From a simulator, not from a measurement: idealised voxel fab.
process module | voxel fin reveal
cross-section cut | 160 nm wide | cells 5 nm
A cross-section is a grid of square cells, given in bands from the top down. A band is one or more rows of cells.
Each band's line starts with the height of the band's top and of its bottom, in nm. Then come its materials from left to right, each with its width in nm. One material with "throughout" fills the band from edge to edge. "air" is empty space.
Height 0 is the level under which the wafer as received is all one material. The lowest band goes on downwards, as in "0 down".
A width such as "30 to 40" changes by the same amount from each row of cells to the next, from the band's top row to its bottom row.
"no change" after a step means that no cell of the cross-section changed.
closed voids: empty space of 8 cells or more with no open way to the top, each as width x height at its distance from the left edge, in nm
after a step's settings: what the simulator itself notes on the step
overlay nm, on a step with a mask: how far to the right of its planned place the mask lay; to the left if negative
plan
1 op RECEIVE | material Si
2 op CONFORMAL_DEP | material SiN | thk nm 5
3 op PATTERN | tone cover | mask id FINS | material resist | width nm 15 | pitch nm 35 | thk nm 20 | overlay nm 0
4 op DIRECTIONAL_ETCH | etch materials SiN | depth nm 5
5 op DIRECTIONAL_ETCH | etch materials Si | depth nm 40
6 op STRIP | etch materials resist
7 op FILL_DEP | material SiO2 | thk nm 15
8 op CMP | height nm 5
9 op SELECTIVE_ETCH | etch materials SiO2 | depth nm 35
10 op STRIP | etch materials SiN
as received, after step 1
  0 down: Si throughout
  closed voids: none
a wafer at the end: this start, this plan, one mistake
  0 to -30: air 35 | Si 15 | air 20 | Si 15 | air 20 | Si 15 | air 40
  -30 to -35: air 35 | Si 15 | air 20 | Si 15 | air 20 | Si 15 | air 35 | SiO2 5
  -35 to -40: SiO2 35 | Si 15 | SiO2 20 | Si 15 | SiO2 20 | Si 15 | SiO2 40
  -40 down: Si throughout
  closed voids: none
what went wrong: steps 9 and 10 were swapped
